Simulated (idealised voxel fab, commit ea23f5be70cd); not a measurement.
process module | voxel self aligned vias
cross-section cut | 175 nm wide | cells 5 nm
A cross-section is a grid of square cells, given in bands from the top down. A band is one or more rows of cells.
Each band's line starts with the height of the band's top and of its bottom, in nm. Then come its materials from left to right, each with its width in nm. One material with "throughout" fills the band from edge to edge. "air" is empty space.
Height 0 is the level under which the wafer as received is all one material. The lowest band goes on downwards, as in "0 down".
A width such as "30 to 40" changes by the same amount from each row of cells to the next, from the band's top row to its bottom row.
"no change" after a step means that no cell of the cross-section changed.
closed voids: empty space of 8 cells or more with no open way to the top, each as width x height at its distance from the left edge, in nm
after a step's settings: what the simulator itself notes on the step
overlay nm, on a step with a mask: how far to the right of its planned place the mask lay; to the left if negative
plan
1 op RECEIVE | material Si
2 op CONFORMAL_DEP | material SiO2 | thk nm 15
3 op CONFORMAL_DEP | material SiCN | thk nm 5
4 op DIRECTIONAL_DEP | material SiO2 | thk nm 20
5 op DIRECTIONAL_DEP | material aC | thk nm 15
6 op PATTERN | tone open | mask id LINES | material resist | width nm 30 | pitch nm 70 | thk nm 35 | overlay nm 0
7 op DIRECTIONAL_ETCH | etch materials aC | depth nm 15
8 op STRIP | etch materials resist
9 op DIRECTIONAL_ETCH | etch materials SiO2 | depth nm 20
10 op STRIP | etch materials aC
11 op CONFORMAL_DEP | material TiN | thk nm 5
12 op FILL_DEP | material Ru | thk nm 10
13 op CMP | height nm 40
14 op SELECTIVE_ETCH | etch materials W Ru TiN | depth nm 10
15 op FILL_DEP | material SiN | thk nm 5
16 op CMP | height nm 40
17 op DIRECTIONAL_DEP | material SiO2 | thk nm 15
18 op DIRECTIONAL_DEP | material aC | thk nm 10
19 op PATTERN | tone open | mask id VIAS | material resist | width nm 50 | thk nm 30 | overlay nm 0
20 op DIRECTIONAL_ETCH | etch materials aC | depth nm 10
21 op STRIP | etch materials resist
22 op DIRECTIONAL_ETCH | etch materials SiO2 | depth nm 15
23 op DIRECTIONAL_ETCH | etch materials SiN | depth nm 10
24 op STRIP | etch materials aC
25 op CONFORMAL_DEP | material TiN | thk nm 5
26 op FILL_DEP | material W | thk nm 10
27 op CMP | height nm 55
28 op CONFORMAL_DEP | material SiN | thk nm 5
as received, after step 1
  0 down: Si throughout
  closed voids: none
first wafer at the end, as planned
  60 to 55: SiN throughout
  55 to 45: SiO2 25 | TiN 5 | W 40 | TiN 5 | SiO2 100
  45 to 40: SiO2 25 | TiN 15 | W 20 | TiN 15 | SiO2 100
  40 to 35: SiO2 35 | TiN 5 | W 20 | TiN 5 | SiO2 40 | SiN 30 | SiO2 40
  35 to 30: SiO2 35 | TiN 30 | SiO2 40 | SiN 30 | SiO2 40
  30 to 25: SiO2 35 | TiN 5 | Ru 20 | TiN 5 | SiO2 40 | TiN 5 | Ru 20 | TiN 5 | SiO2 40
  25 to 20: SiO2 35 | TiN 30 | SiO2 40 | TiN 30 | SiO2 40
  20 to 15: SiCN throughout
  15 to 0: SiO2 throughout
  0 down: Si throughout
  closed voids: none
second wafer at the end: like start, like plan, one mistake
  60 to 55: SiN throughout
  55 to 45: W 20 | TiN 5 | SiO2 50 | TiN 5 | W 95
  45 to 40: TiN 25 | SiO2 50 | TiN 35 | W 20 | TiN 45
  40 to 35: SiO2 35 | SiN 30 | SiO2 40 | TiN 5 | W 20 | TiN 5 | SiO2 40
  35 to 30: SiO2 35 | SiN 30 | SiO2 40 | TiN 30 | SiO2 40
  30 to 25: SiO2 35 | TiN 5 | Ru 20 | TiN 5 | SiO2 40 | TiN 5 | Ru 20 | TiN 5 | SiO2 40
  25 to 20: SiO2 35 | TiN 30 | SiO2 40 | TiN 30 | SiO2 40
  20 to 15: SiCN throughout
  15 to 0: SiO2 throughout
  0 down: Si throughout
  closed voids: none
what went wrong: step 19 ran as: op PATTERN | tone cover | mask id VIAS | material resist | width nm 50 | thk nm 30 | overlay nm 0
at the end the second wafer has, in cells: 45 fewer of SiO2 | 15 more of TiN | 30 more of W
